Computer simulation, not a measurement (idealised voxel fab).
Process module, titled voxel gate over fins
It is cross-section cut that appears here, measuring 170 nm in width, its square cells being 5 nm in size.
A cross-section is a grid of square cells, given in bands from the top down. A band is one or more rows of cells.
Look at the band entry: it leads with the top's height and the bottom's height in nm. Then it lists the materials left to right, with a width in nm for each. The word "everywhere" on a single material says that material fills the band edge to edge. The word "blank" is empty space.
Ref level 0: as-received wafer is one material below here. Bottom band extends down with no lower bound ("0 -> down").
You'd read "30..40" like this: the band's top row of cells is as wide as the first number, its bottom row is as wide as the second, and going down, every row changes width by the same amount as the row before did.
Reading "stayed the same" for a step: not a cell of the cross-section changed in it.
Reported under the label "Sealed-off cavities" are the empty spaces having no open way to the top and comprising 8 cells or more; the notation for each is width x height at distance, in which the distance is measured from the left edge and all three values are in nm.
Past the settings on a step's line: simulator remark, on that step.
The setting "overlay nm" may be written on the line of a step. When the step uses a mask, the value reports how far to the right of the planned place the mask lay, and a negative value reports that it lay to the left.
Everything after this point is organized in pairs: a cross-section before one process step, a cross-section after it that shows only as deep as the lowest changed band, and, under the pair, the intervening step with its settings. Because different runs of this module on the same starting wafer can supply different pairs, a pair continues from the pair above it only if its entry headed "Before processing" says so.

-- Before processing
> 0 -> down: Si everywhere
> Sealed-off cavities: none

-- Post-Step Cross-Section
> 5 -> 0: SiN everywhere
> For the remainder of the cross-section, below 0, there is no change.
> Sealed-off cavities: none
What is the step between the two cross-sections above? CONFORMAL_DEP,material SiN,thk nm 5

Before processing: as in the pair right above, post-step view.

-- Post-Step Cross-Section
> 20 -> 5: aC everywhere
> For the remainder of the cross-section, below 5, there is no change.
> Sealed-off cavities: none
What is the step between the two cross-sections above? DIRECTIONAL_DEP,material aC,thk nm 15

Before processing: as in the pair right above, post-step view.

-- Post-Step Cross-Section
> 55 -> 20: 30 of blank; 15 of resist; 30 of blank; 15 of resist; 30 of blank; 15 of resist; 35 of blank
> For the remainder of the cross-section, below 20, there is no change.
> Sealed-off cavities: none
What is the step between the two cross-sections above? PATTERN,tone cover,mask id FINS,material resist,width nm 15,pitch nm 45,thk nm 35,overlay nm 0

Before processing: as in the pair right above, post-step view.

-- Post-Step Cross-Section
> 40 -> 20: 30 of blank; 15 of resist; 30 of blank; 15 of resist; 30 of blank; 15 of resist; 35 of blank
> 20 -> 5: 30 of blank; 15 of aC; 30 of blank; 15 of aC; 30 of blank; 15 of aC; 35 of blank
> For the remainder of the cross-section, below 5, there is no change.
> Sealed-off cavities: none
What is the step between the two cross-sections above? DIRECTIONAL_ETCH,etch materials aC,depth nm 15

Before processing: as in the pair right above, post-step view.

-- Post-Step Cross-Section
> 20 -> 5: 30 of blank; 15 of aC; 30 of blank; 15 of aC; 30 of blank; 15 of aC; 35 of blank
> For the remainder of the cross-section, below 5, there is no change.
> Sealed-off cavities: none
What is the step between the two cross-sections above? STRIP,etch materials resist

Before processing: as in the pair right above, post-step view.

-- Post-Step Cross-Section
> 20 -> 5: 30 of blank; 15 of aC; 30 of blank; 15 of aC; 30 of blank; 15 of aC; 35 of blank
> 5 -> 0: 30 of blank; 15 of SiN; 30 of blank; 15 of SiN; 30 of blank; 15 of SiN; 35 of blank
> For the remainder of the cross-section, below 0, there is no change.
> Sealed-off cavities: none
What is the step between the two cross-sections above? DIRECTIONAL_ETCH,etch materials SiN,depth nm 5

Before processing: as in the pair right above, post-step view.

-- Post-Step Cross-Section
> 20 -> 5: 30 of blank; 15 of aC; 30 of blank; 15 of aC; 30 of blank; 15 of aC; 35 of blank
> 5 -> 0: 30 of blank; 15 of SiN; 30 of blank; 15 of SiN; 30 of blank; 15 of SiN; 35 of blank
> 0 -> -40: 30 of blank; 15 of Si; 30 of blank; 15 of Si; 30 of blank; 15 of Si; 35 of blank
> For the remainder of the cross-section, below -40, there is no change.
> Sealed-off cavities: none
What is the step between the two cross-sections above? DIRECTIONAL_ETCH,etch materials Si,depth nm 40

Before processing: as in the pair right above, post-step view.

-- Post-Step Cross-Section
> 5 -> 0: 30 of blank; 15 of SiN; 30 of blank; 15 of SiN; 30 of blank; 15 of SiN; 35 of blank
> For the remainder of the cross-section, below 0, there is no change.
> Sealed-off cavities: none
What is the step between the two cross-sections above? STRIP,etch materials aC

Before processing: as in the pair right above, post-step view.

-- Post-Step Cross-Section
> 5 -> 0: 30 of blank; 15 of SiN; 30 of blank; 15 of SiN; 30 of blank; 15 of SiN; 35 of blank
> 0 -> -40: 30 of blank; 5 of SiO2; 5 of Si; 5 of SiO2; 30 of blank; 5 of SiO2; 5 of Si; 5 of SiO2; 30 of blank; 5 of SiO2; 5 of Si; 5 of SiO2; 35 of blank
> -40 -> -45: 35 of SiO2; 5 of Si; 40 of SiO2; 5 of Si; 40 of SiO2; 5 of Si; 40 of SiO2
> For the remainder of the cross-section, below -45, there is no change.
> Sealed-off cavities: none
What is the step between the two cross-sections above? OXIDIZE,depth nm 5

Before processing: as in the pair right above, post-step view.

-- Post-Step Cross-Section
> 10 -> 5: SiO2 everywhere
> 5 -> 0: 30 of SiO2; 15 of SiN; 30 of SiO2; 15 of SiN; 30 of SiO2; 15 of SiN; 35 of SiO2
> 0 -> -45: 35 of SiO2; 5 of Si; 40 of SiO2; 5 of Si; 40 of SiO2; 5 of Si; 40 of SiO2
> For the remainder of the cross-section, below -45, there is no change.
> Sealed-off cavities: none
What is the step between the two cross-sections above? FILL_DEP,material SiO2,thk nm 5

Before processing: as in the pair right above, post-step view.

-- Post-Step Cross-Section
> 5 -> 0: 30 of SiO2; 15 of SiN; 30 of SiO2; 15 of SiN; 30 of SiO2; 15 of SiN; 35 of SiO2
> For the remainder of the cross-section, below 0, there is no change.
> Sealed-off cavities: none
What is the step between the two cross-sections above? CMP,height nm 5

Before processing: as in the pair right above, post-step view.

-- Post-Step Cross-Section
> 5 -> 0: 30 of blank; 15 of SiN; 30 of blank; 15 of SiN; 30 of blank; 15 of SiN; 35 of blank
> 0 -> -10: 35 of blank; 5 of Si; 40 of blank; 5 of Si; 40 of blank; 5 of Si; 40 of blank
> For the remainder of the cross-section, below -10, there is no change.
> Sealed-off cavities: none
What is the step between the two cross-sections above? SELECTIVE_ETCH,etch materials SiO2,depth nm 15

Before processing: as in the pair right above, post-step view.

-- Post-Step Cross-Section
> 0 -> -10: 35 of blank; 5 of Si; 40 of blank; 5 of Si; 40 of blank; 5 of Si; 40 of blank
> For the remainder of the cross-section, below -10, there is no change.
> Sealed-off cavities: none
What is the step between the two cross-sections above? STRIP,etch materials SiN

Before processing: as in the pair right above, post-step view.

-- Post-Step Cross-Section
> 5 -> 0: 30 of blank; 15 of HfO2; 30 of blank; 15 of HfO2; 30 of blank; 15 of HfO2; 35 of blank
> 0 -> -5: 30 of blank; 5 of HfO2; 5 of Si; 5 of HfO2; 30 of blank; 5 of HfO2; 5 of Si; 5 of HfO2; 30 of blank; 5 of HfO2; 5 of Si; 5 of HfO2; 35 of blank
> -5 -> -10: 35 of HfO2; 5 of Si; 40 of HfO2; 5 of Si; 40 of HfO2; 5 of Si; 40 of HfO2
> For the remainder of the cross-section, below -10, there is no change.
> Sealed-off cavities: none
What is the step between the two cross-sections above? CONFORMAL_DEP,material HfO2,thk nm 5

Before processing: as in the pair right above, post-step view.

-- Post-Step Cross-Section
> 10 -> 5: 25 of blank; 25 of TiN; 20 of blank; 25 of TiN; 20 of blank; 25 of TiN; 30 of blank
> 5 -> 0: 25 of blank; 5 of TiN; 15 of HfO2; 5 of TiN; 20 of blank; 5 of TiN; 15 of HfO2; 5 of TiN; 20 of blank; 5 of TiN; 15 of HfO2; 5 of TiN; 30 of blank
> 0 -> -5: 30 of TiN; 5 of HfO2; 5 of Si; 5 of HfO2; 30 of TiN; 5 of HfO2; 5 of Si; 5 of HfO2; 30 of TiN; 5 of HfO2; 5 of Si; 5 of HfO2; 35 of TiN
> For the remainder of the cross-section, below -5, there is no change.
> Sealed-off cavities: none
What is the step between the two cross-sections above? CONFORMAL_DEP,material TiN,thk nm 5

Before processing: as in the pair right above, post-step view.

-- Post-Step Cross-Section
> 25 -> 10: W everywhere
> 10 -> 5: 25 of W; 25 of TiN; 20 of W; 25 of TiN; 20 of W; 25 of TiN; 30 of W
> 5 -> 0: 25 of W; 5 of TiN; 15 of HfO2; 5 of TiN; 20 of W; 5 of TiN; 15 of HfO2; 5 of TiN; 20 of W; 5 of TiN; 15 of HfO2; 5 of TiN; 30 of W
> For the remainder of the cross-section, below 0, there is no change.
> Sealed-off cavities: none
What is the step between the two cross-sections above? FILL_DEP,material W,thk nm 15

Before processing: as in the pair right above, post-step view.

-- Post-Step Cross-Section
> 20 -> 10: W everywhere
> For the remainder of the cross-section, below 10, there is no change.
> Sealed-off cavities: none
What is the step between the two cross-sections above? CMP,height nm 20

Before processing: as in the pair right above, post-step view.

-- Post-Step Cross-Section
> 30 -> 20: SiCN everywhere
> For the remainder of the cross-section, below 20, there is no change.
> Sealed-off cavities: none
What is the step between the two cross-sections above? CONFORMAL_DEP,material SiCN,thk nm 10

-- Before processing
> 0 -> -10: 35 of blank; 5 of Si; 40 of blank; 5 of Si; 40 of blank; 5 of Si; 40 of blank
> -10 -> -45: 35 of SiO2; 5 of Si; 40 of SiO2; 5 of Si; 40 of SiO2; 5 of Si; 40 of SiO2
> -45 -> down: Si everywhere
> Sealed-off cavities: none

-- Post-Step Cross-Section
> 5 -> 0: 30 of blank; 15 of TiN; 30 of blank; 15 of TiN; 30 of blank; 15 of TiN; 35 of blank
> 0 -> -5: 30 of blank; 5 of TiN; 5 of Si; 5 of TiN; 30 of blank; 5 of TiN; 5 of Si; 5 of TiN; 30 of blank; 5 of TiN; 5 of Si; 5 of TiN; 35 of blank
> -5 -> -10: 35 of TiN; 5 of Si; 40 of TiN; 5 of Si; 40 of TiN; 5 of Si; 40 of TiN
> For the remainder of the cross-section, below -10, there is no change.
> Sealed-off cavities: none
What is the step between the two cross-sections above? CONFORMAL_DEP,material TiN,thk nm 5

Before processing: as in the pair right above, post-step view.

-- Post-Step Cross-Section
> 20 -> 5: W everywhere
> 5 -> 0: 30 of W; 15 of TiN; 30 of W; 15 of TiN; 30 of W; 15 of TiN; 35 of W
> 0 -> -5: 30 of W; 5 of TiN; 5 of Si; 5 of TiN; 30 of W; 5 of TiN; 5 of Si; 5 of TiN; 30 of W; 5 of TiN; 5 of Si; 5 of TiN; 35 of W
> For the remainder of the cross-section, below -5, there is no change.
> Sealed-off cavities: none
What is the step between the two cross-sections above? FILL_DEP,material W,thk nm 15

Before processing: as in the pair right above, post-step view.

-- Post-Step Cross-Section
> 30 -> 20: SiCN everywhere
> For the remainder of the cross-section, below 20, there is no change.
> Sealed-off cavities: none
What is the step between the two cross-sections above? CONFORMAL_DEP,material SiCN,thk nm 10

-- Before processing
> 5 -> 0: 30 of blank; 15 of SiN; 30 of blank; 15 of SiN; 30 of blank; 15 of SiN; 35 of blank
> 0 -> -10: 35 of blank; 5 of Si; 40 of blank; 5 of Si; 40 of blank; 5 of Si; 40 of blank
> -10 -> -45: 35 of SiO2; 5 of Si; 40 of SiO2; 5 of Si; 40 of SiO2; 5 of Si; 40 of SiO2
> -45 -> down: Si everywhere
> Sealed-off cavities: none

-- Post-Step Cross-Section
> 5 -> 0: 30 of blank; 15 of SiN; 30 of blank; 15 of SiN; 30 of blank; 15 of SiN; 35 of blank
> 0 -> -25: 35 of blank; 5 of Si; 40 of blank; 5 of Si; 40 of blank; 5 of Si; 40 of blank
> For the remainder of the cross-section, below -25, there is no change.
> Sealed-off cavities: none
What is the step between the two cross-sections above? SELECTIVE_ETCH,etch materials SiO2,depth nm 15

Before processing: as in the pair right above, post-step view.

-- Post-Step Cross-Section
> 0 -> -25: 35 of blank; 5 of Si; 40 of blank; 5 of Si; 40 of blank; 5 of Si; 40 of blank
> For the remainder of the cross-section, below -25, there is no change.
> Sealed-off cavities: none
What is the step between the two cross-sections above? STRIP,etch materials SiN

Before processing: as in the pair right above, post-step view.

-- Post-Step Cross-Section
> 5 -> 0: 30 of blank; 15 of HfO2; 30 of blank; 15 of HfO2; 30 of blank; 15 of HfO2; 35 of blank
> 0 -> -20: 30 of blank; 5 of HfO2; 5 of Si; 5 of HfO2; 30 of blank; 5 of HfO2; 5 of Si; 5 of HfO2; 30 of blank; 5 of HfO2; 5 of Si; 5 of HfO2; 35 of blank
> -20 -> -25: 35 of HfO2; 5 of Si; 40 of HfO2; 5 of Si; 40 of HfO2; 5 of Si; 40 of HfO2
> For the remainder of the cross-section, below -25, there is no change.
> Sealed-off cavities: none
What is the step between the two cross-sections above? CONFORMAL_DEP,material HfO2,thk nm 5

Before processing: as in the pair right above, post-step view.

-- Post-Step Cross-Section
> 10 -> 5: 25 of blank; 25 of TiN; 20 of blank; 25 of TiN; 20 of blank; 25 of TiN; 30 of blank
> 5 -> 0: 25 of blank; 5 of TiN; 15 of HfO2; 5 of TiN; 20 of blank; 5 of TiN; 15 of HfO2; 5 of TiN; 20 of blank; 5 of TiN; 15 of HfO2; 5 of TiN; 30 of blank
> 0 -> -15: 25 of blank; 5 of TiN; 5 of HfO2; 5 of Si; 5 of HfO2; 5 of TiN; 20 of blank; 5 of TiN; 5 of HfO2; 5 of Si; 5 of HfO2; 5 of TiN; 20 of blank; 5 of TiN; 5 of HfO2; 5 of Si; 5 of HfO2; 5 of TiN; 30 of blank
> -15 -> -20: 30 of TiN; 5 of HfO2; 5 of Si; 5 of HfO2; 30 of TiN; 5 of HfO2; 5 of Si; 5 of HfO2; 30 of TiN; 5 of HfO2; 5 of Si; 5 of HfO2; 35 of TiN
> For the remainder of the cross-section, below -20, there is no change.
> Sealed-off cavities: none
What is the step between the two cross-sections above? CONFORMAL_DEP,material TiN,thk nm 5

Before processing: as in the pair right above, post-step view.

-- Post-Step Cross-Section
> 25 -> 10: W everywhere
> 10 -> 5: 25 of W; 25 of TiN; 20 of W; 25 of TiN; 20 of W; 25 of TiN; 30 of W
> 5 -> 0: 25 of W; 5 of TiN; 15 of HfO2; 5 of TiN; 20 of W; 5 of TiN; 15 of HfO2; 5 of TiN; 20 of W; 5 of TiN; 15 of HfO2; 5 of TiN; 30 of W
> 0 -> -15: 25 of W; 5 of TiN; 5 of HfO2; 5 of Si; 5 of HfO2; 5 of TiN; 20 of W; 5 of TiN; 5 of HfO2; 5 of Si; 5 of HfO2; 5 of TiN; 20 of W; 5 of TiN; 5 of HfO2; 5 of Si; 5 of HfO2; 5 of TiN; 30 of W
> For the remainder of the cross-section, below -15, there is no change.
> Sealed-off cavities: none
What is the step between the two cross-sections above? FILL_DEP,material W,thk nm 15

Before processing: as in the pair right above, post-step view.

-- Post-Step Cross-Section
> 20 -> 10: W everywhere
> For the remainder of the cross-section, below 10, there is no change.
> Sealed-off cavities: none
What is the step between the two cross-sections above? CMP,height nm 20

Before processing: as in the pair right above, post-step view.

-- Post-Step Cross-Section
> 30 -> 20: SiCN everywhere
> For the remainder of the cross-section, below 20, there is no change.
> Sealed-off cavities: none
What is the step between the two cross-sections above? CONFORMAL_DEP,material SiCN,thk nm 10

-- Before processing
> 5 -> 0: 30 of blank; 15 of TiN; 30 of blank; 15 of TiN; 30 of blank; 15 of TiN; 35 of blank
> 0 -> -5: 30 of blank; 5 of TiN; 5 of Si; 5 of TiN; 30 of blank; 5 of TiN; 5 of Si; 5 of TiN; 30 of blank; 5 of TiN; 5 of Si; 5 of TiN; 35 of blank
> -5 -> -10: 35 of TiN; 5 of Si; 40 of TiN; 5 of Si; 40 of TiN; 5 of Si; 40 of TiN
> -10 -> -45: 35 of SiO2; 5 of Si; 40 of SiO2; 5 of Si; 40 of SiO2; 5 of Si; 40 of SiO2
> -45 -> down: Si everywhere
> Sealed-off cavities: none

-- Post-Step Cross-Section
> 10 -> 5: 25 of blank; 25 of HfO2; 20 of blank; 25 of HfO2; 20 of blank; 25 of HfO2; 30 of blank
> 5 -> 0: 25 of blank; 5 of HfO2; 15 of TiN; 5 of HfO2; 20 of blank; 5 of HfO2; 15 of TiN; 5 of HfO2; 20 of blank; 5 of HfO2; 15 of TiN; 5 of HfO2; 30 of blank
> 0 -> -5: 30 of HfO2; 5 of TiN; 5 of Si; 5 of TiN; 30 of HfO2; 5 of TiN; 5 of Si; 5 of TiN; 30 of HfO2; 5 of TiN; 5 of Si; 5 of TiN; 35 of HfO2
> For the remainder of the cross-section, below -5, there is no change.
> Sealed-off cavities: none
What is the step between the two cross-sections above? CONFORMAL_DEP,material HfO2,thk nm 5

Before processing: as in the pair right above, post-step view.

-- Post-Step Cross-Section
> 25 -> 10: W everywhere
> 10 -> 5: 25 of W; 25 of HfO2; 20 of W; 25 of HfO2; 20 of W; 25 of HfO2; 30 of W
> 5 -> 0: 25 of W; 5 of HfO2; 15 of TiN; 5 of HfO2; 20 of W; 5 of HfO2; 15 of TiN; 5 of HfO2; 20 of W; 5 of HfO2; 15 of TiN; 5 of HfO2; 30 of W
> For the remainder of the cross-section, below 0, there is no change.
> Sealed-off cavities: none
What is the step between the two cross-sections above? FILL_DEP,material W,thk nm 15

Before processing: as in the pair right above, post-step view.

-- Post-Step Cross-Section
> 20 -> 10: W everywhere
> For the remainder of the cross-section, below 10, there is no change.
> Sealed-off cavities: none
What is the step between the two cross-sections above? CMP,height nm 20

Before processing: as in the pair right above, post-step view.

-- Post-Step Cross-Section
> 30 -> 20: SiCN everywhere
> For the remainder of the cross-section, below 20, there is no change.
> Sealed-off cavities: none
What is the step between the two cross-sections above? CONFORMAL_DEP,material SiCN,thk nm 10

-- Before processing
> 20 -> 5: 30 of blank; 15 of aC; 30 of blank; 15 of aC; 30 of blank; 15 of aC; 35 of blank
> 5 -> 0: 30 of blank; 15 of SiN; 30 of blank; 15 of SiN; 30 of blank; 15 of SiN; 35 of blank
> 0 -> down: Si everywhere
> Sealed-off cavities: none

-- Post-Step Cross-Section
> 20 -> 5: 30 of blank; 15 of aC; 30 of blank; 15 of aC; 30 of blank; 15 of aC; 35 of blank
> 5 -> 0: 30 of blank; 15 of SiN; 30 of blank; 15 of SiN; 30 of blank; 15 of SiN; 35 of blank
> 0 -> -50: 30 of blank; 15 of Si; 30 of blank; 15 of Si; 30 of blank; 15 of Si; 35 of blank
> For the remainder of the cross-section, below -50, there is no change.
> Sealed-off cavities: none
What is the step between the two cross-sections above? DIRECTIONAL_ETCH,etch materials Si,depth nm 50

Before processing: as in the pair right above, post-step view.

-- Post-Step Cross-Section
> 5 -> 0: 30 of blank; 15 of SiN; 30 of blank; 15 of SiN; 30 of blank; 15 of SiN; 35 of blank
> For the remainder of the cross-section, below 0, there is no change.
> Sealed-off cavities: none
What is the step between the two cross-sections above? STRIP,etch materials aC

Before processing: as in the pair right above, post-step view.

-- Post-Step Cross-Section
> 5 -> 0: 30 of blank; 15 of SiN; 30 of blank; 15 of SiN; 30 of blank; 15 of SiN; 35 of blank
> 0 -> -50: 30 of blank; 5 of SiO2; 5 of Si; 5 of SiO2; 30 of blank; 5 of SiO2; 5 of Si; 5 of SiO2; 30 of blank; 5 of SiO2; 5 of Si; 5 of SiO2; 35 of blank
> -50 -> -55: 35 of SiO2; 5 of Si; 40 of SiO2; 5 of Si; 40 of SiO2; 5 of Si; 40 of SiO2
> For the remainder of the cross-section, below -55, there is no change.
> Sealed-off cavities: none
What is the step between the two cross-sections above? OXIDIZE,depth nm 5

Before processing: as in the pair right above, post-step view.

-- Post-Step Cross-Section
> 10 -> 5: SiO2 everywhere
> 5 -> 0: 30 of SiO2; 15 of SiN; 30 of SiO2; 15 of SiN; 30 of SiO2; 15 of SiN; 35 of SiO2
> 0 -> -55: 35 of SiO2; 5 of Si; 40 of SiO2; 5 of Si; 40 of SiO2; 5 of Si; 40 of SiO2
> For the remainder of the cross-section, below -55, there is no change.
> Sealed-off cavities: none
What is the step between the two cross-sections above? FILL_DEP,material SiO2,thk nm 5

Before processing: as in the pair right above, post-step view.

-- Post-Step Cross-Section
> 5 -> 0: 30 of SiO2; 15 of SiN; 30 of SiO2; 15 of SiN; 30 of SiO2; 15 of SiN; 35 of SiO2
> For the remainder of the cross-section, below 0, there is no change.
> Sealed-off cavities: none
What is the step between the two cross-sections above? CMP,height nm 5

Before processing: as in the pair right above, post-step view.

-- Post-Step Cross-Section
> 5 -> 0: 30 of blank; 15 of SiN; 30 of blank; 15 of SiN; 30 of blank; 15 of SiN; 35 of blank
> 0 -> -10: 35 of blank; 5 of Si; 40 of blank; 5 of Si; 40 of blank; 5 of Si; 40 of blank
> For the remainder of the cross-section, below -10, there is no change.
> Sealed-off cavities: none
What is the step between the two cross-sections above? SELECTIVE_ETCH,etch materials SiO2,depth nm 15

Before processing: as in the pair right above, post-step view.

-- Post-Step Cross-Section
> 0 -> -10: 35 of blank; 5 of Si; 40 of blank; 5 of Si; 40 of blank; 5 of Si; 40 of blank
> For the remainder of the cross-section, below -10, there is no change.
> Sealed-off cavities: none
What is the step between the two cross-sections above? STRIP,etch materials SiN

Before processing: as in the pair right above, post-step view.

-- Post-Step Cross-Section
> 5 -> 0: 30 of blank; 15 of HfO2; 30 of blank; 15 of HfO2; 30 of blank; 15 of HfO2; 35 of blank
> 0 -> -5: 30 of blank; 5 of HfO2; 5 of Si; 5 of HfO2; 30 of blank; 5 of HfO2; 5 of Si; 5 of HfO2; 30 of blank; 5 of HfO2; 5 of Si; 5 of HfO2; 35 of blank
> -5 -> -10: 35 of HfO2; 5 of Si; 40 of HfO2; 5 of Si; 40 of HfO2; 5 of Si; 40 of HfO2
> For the remainder of the cross-section, below -10, there is no change.
> Sealed-off cavities: none
What is the step between the two cross-sections above? CONFORMAL_DEP,material HfO2,thk nm 5

Before processing: as in the pair right above, post-step view.

-- Post-Step Cross-Section
> 10 -> 5: 25 of blank; 25 of TiN; 20 of blank; 25 of TiN; 20 of blank; 25 of TiN; 30 of blank
> 5 -> 0: 25 of blank; 5 of TiN; 15 of HfO2; 5 of TiN; 20 of blank; 5 of TiN; 15 of HfO2; 5 of TiN; 20 of blank; 5 of TiN; 15 of HfO2; 5 of TiN; 30 of blank
> 0 -> -5: 30 of TiN; 5 of HfO2; 5 of Si; 5 of HfO2; 30 of TiN; 5 of HfO2; 5 of Si; 5 of HfO2; 30 of TiN; 5 of HfO2; 5 of Si; 5 of HfO2; 35 of TiN
> For the remainder of the cross-section, below -5, there is no change.
> Sealed-off cavities: none
What is the step between the two cross-sections above? CONFORMAL_DEP,material TiN,thk nm 5

Before processing: as in the pair right above, post-step view.

-- Post-Step Cross-Section
> 25 -> 10: W everywhere
> 10 -> 5: 25 of W; 25 of TiN; 20 of W; 25 of TiN; 20 of W; 25 of TiN; 30 of W
> 5 -> 0: 25 of W; 5 of TiN; 15 of HfO2; 5 of TiN; 20 of W; 5 of TiN; 15 of HfO2; 5 of TiN; 20 of W; 5 of TiN; 15 of HfO2; 5 of TiN; 30 of W
> For the remainder of the cross-section, below 0, there is no change.
> Sealed-off cavities: none
What is the step between the two cross-sections above? FILL_DEP,material W,thk nm 15

Before processing: as in the pair right above, post-step view.

-- Post-Step Cross-Section
> 20 -> 10: W everywhere
> For the remainder of the cross-section, below 10, there is no change.
> Sealed-off cavities: none
What is the step between the two cross-sections above? CMP,height nm 20

Before processing: as in the pair right above, post-step view.

-- Post-Step Cross-Section
> 30 -> 20: SiCN everywhere
> For the remainder of the cross-section, below 20, there is no change.
> Sealed-off cavities: none
What is the step between the two cross-sections above? CONFORMAL_DEP,material SiCN,thk nm 10

-- Before processing
> 20 -> 5: aC everywhere
> 5 -> 0: SiN everywhere
> 0 -> down: Si everywhere
> Sealed-off cavities: none

-- Post-Step Cross-Section
> 55 -> 20: 25 of blank; 25 of resist; 20 of blank; 25 of resist; 20 of blank; 25 of resist; 30 of blank
> For the remainder of the cross-section, below 20, there is no change.
> Sealed-off cavities: none
What is the step between the two cross-sections above? PATTERN,tone cover,mask id FINS,material resist,width nm 25,pitch nm 45,thk nm 35,overlay nm 0

Before processing: as in the pair right above, post-step view.

-- Post-Step Cross-Section
> 40 -> 20: 25 of blank; 25 of resist; 20 of blank; 25 of resist; 20 of blank; 25 of resist; 30 of blank
> 20 -> 5: 25 of blank; 25 of aC; 20 of blank; 25 of aC; 20 of blank; 25 of aC; 30 of blank
> For the remainder of the cross-section, below 5, there is no change.
> Sealed-off cavities: none
What is the step between the two cross-sections above? DIRECTIONAL_ETCH,etch materials aC,depth nm 15

Before processing: as in the pair right above, post-step view.

-- Post-Step Cross-Section
> 20 -> 5: 25 of blank; 25 of aC; 20 of blank; 25 of aC; 20 of blank; 25 of aC; 30 of blank
> For the remainder of the cross-section, below 5, there is no change.
> Sealed-off cavities: none
What is the step between the two cross-sections above? STRIP,etch materials resist

Before processing: as in the pair right above, post-step view.

-- Post-Step Cross-Section
> 20 -> 5: 25 of blank; 25 of aC; 20 of blank; 25 of aC; 20 of blank; 25 of aC; 30 of blank
> 5 -> 0: 25 of blank; 25 of SiN; 20 of blank; 25 of SiN; 20 of blank; 25 of SiN; 30 of blank
> For the remainder of the cross-section, below 0, there is no change.
> Sealed-off cavities: none
What is the step between the two cross-sections above? DIRECTIONAL_ETCH,etch materials SiN,depth nm 5

Before processing: as in the pair right above, post-step view.

-- Post-Step Cross-Section
> 20 -> 5: 25 of blank; 25 of aC; 20 of blank; 25 of aC; 20 of blank; 25 of aC; 30 of blank
> 5 -> 0: 25 of blank; 25 of SiN; 20 of blank; 25 of SiN; 20 of blank; 25 of SiN; 30 of blank
> 0 -> -40: 25 of blank; 25 of Si; 20 of blank; 25 of Si; 20 of blank; 25 of Si; 30 of blank
> For the remainder of the cross-section, below -40, there is no change.
> Sealed-off cavities: none
What is the step between the two cross-sections above? DIRECTIONAL_ETCH,etch materials Si,depth nm 40

Before processing: as in the pair right above, post-step view.

-- Post-Step Cross-Section
> 5 -> 0: 25 of blank; 25 of SiN; 20 of blank; 25 of SiN; 20 of blank; 25 of SiN; 30 of blank
> For the remainder of the cross-section, below 0, there is no change.
> Sealed-off cavities: none
What is the step between the two cross-sections above? STRIP,etch materials aC

Before processing: as in the pair right above, post-step view.

-- Post-Step Cross-Section
> 5 -> 0: 25 of blank; 25 of SiN; 20 of blank; 25 of SiN; 20 of blank; 25 of SiN; 30 of blank
> 0 -> -40: 25 of blank; 5 of SiO2; 15 of Si; 5 of SiO2; 20 of blank; 5 of SiO2; 15 of Si; 5 of SiO2; 20 of blank; 5 of SiO2; 15 of Si; 5 of SiO2; 30 of blank
> -40 -> -45: 30 of SiO2; 15 of Si; 30 of SiO2; 15 of Si; 30 of SiO2; 15 of Si; 35 of SiO2
> For the remainder of the cross-section, below -45, there is no change.
> Sealed-off cavities: none
What is the step between the two cross-sections above? OXIDIZE,depth nm 5

Before processing: as in the pair right above, post-step view.

-- Post-Step Cross-Section
> 10 -> 5: SiO2 everywhere
> 5 -> 0: 25 of SiO2; 25 of SiN; 20 of SiO2; 25 of SiN; 20 of SiO2; 25 of SiN; 30 of SiO2
> 0 -> -45: 30 of SiO2; 15 of Si; 30 of SiO2; 15 of Si; 30 of SiO2; 15 of Si; 35 of SiO2
> For the remainder of the cross-section, below -45, there is no change.
> Sealed-off cavities: none
What is the step between the two cross-sections above? FILL_DEP,material SiO2,thk nm 5

Before processing: as in the pair right above, post-step view.

-- Post-Step Cross-Section
> 5 -> 0: 25 of SiO2; 25 of SiN; 20 of SiO2; 25 of SiN; 20 of SiO2; 25 of SiN; 30 of SiO2
> For the remainder of the cross-section, below 0, there is no change.
> Sealed-off cavities: none
What is the step between the two cross-sections above? CMP,height nm 5

Before processing: as in the pair right above, post-step view.

-- Post-Step Cross-Section
> 5 -> 0: 25 of blank; 25 of SiN; 20 of blank; 25 of SiN; 20 of blank; 25 of SiN; 30 of blank
> 0 -> -10: 30 of blank; 15 of Si; 30 of blank; 15 of Si; 30 of blank; 15 of Si; 35 of blank
> For the remainder of the cross-section, below -10, there is no change.
> Sealed-off cavities: none
What is the step between the two cross-sections above? SELECTIVE_ETCH,etch materials SiO2,depth nm 15

Before processing: as in the pair right above, post-step view.

-- Post-Step Cross-Section
> 0 -> -10: 30 of blank; 15 of Si; 30 of blank; 15 of Si; 30 of blank; 15 of Si; 35 of blank
> For the remainder of the cross-section, below -10, there is no change.
> Sealed-off cavities: none
What is the step between the two cross-sections above? STRIP,etch materials SiN

Before processing: as in the pair right above, post-step view.

-- Post-Step Cross-Section
> 5 -> 0: 25 of blank; 25 of HfO2; 20 of blank; 25 of HfO2; 20 of blank; 25 of HfO2; 30 of blank
> 0 -> -5: 25 of blank; 5 of HfO2; 15 of Si; 5 of HfO2; 20 of blank; 5 of HfO2; 15 of Si; 5 of HfO2; 20 of blank; 5 of HfO2; 15 of Si; 5 of HfO2; 30 of blank
> -5 -> -10: 30 of HfO2; 15 of Si; 30 of HfO2; 15 of Si; 30 of HfO2; 15 of Si; 35 of HfO2
> For the remainder of the cross-section, below -10, there is no change.
> Sealed-off cavities: none
What is the step between the two cross-sections above? CONFORMAL_DEP,material HfO2,thk nm 5

Before processing: as in the pair right above, post-step view.

-- Post-Step Cross-Section
> 10 -> 5: 20 of blank; 35 of TiN; 10 of blank; 35 of TiN; 10 of blank; 35 of TiN; 25 of blank
> 5 -> 0: 20 of blank; 5 of TiN; 25 of HfO2; 5 of TiN; 10 of blank; 5 of TiN; 25 of HfO2; 5 of TiN; 10 of blank; 5 of TiN; 25 of HfO2; 5 of TiN; 25 of blank
> 0 -> -5: 25 of TiN; 5 of HfO2; 15 of Si; 5 of HfO2; 20 of TiN; 5 of HfO2; 15 of Si; 5 of HfO2; 20 of TiN; 5 of HfO2; 15 of Si; 5 of HfO2; 30 of TiN
> For the remainder of the cross-section, below -5, there is no change.
> Sealed-off cavities: none
What is the step between the two cross-sections above? CONFORMAL_DEP,material TiN,thk nm 5

Before processing: as in the pair right above, post-step view.

-- Post-Step Cross-Section
> 25 -> 10: W everywhere
> 10 -> 5: 20 of W; 35 of TiN; 10 of W; 35 of TiN; 10 of W; 35 of TiN; 25 of W
> 5 -> 0: 20 of W; 5 of TiN; 25 of HfO2; 5 of TiN; 10 of W; 5 of TiN; 25 of HfO2; 5 of TiN; 10 of W; 5 of TiN; 25 of HfO2; 5 of TiN; 25 of W
> For the remainder of the cross-section, below 0, there is no change.
> Sealed-off cavities: none
What is the step between the two cross-sections above? FILL_DEP,material W,thk nm 15
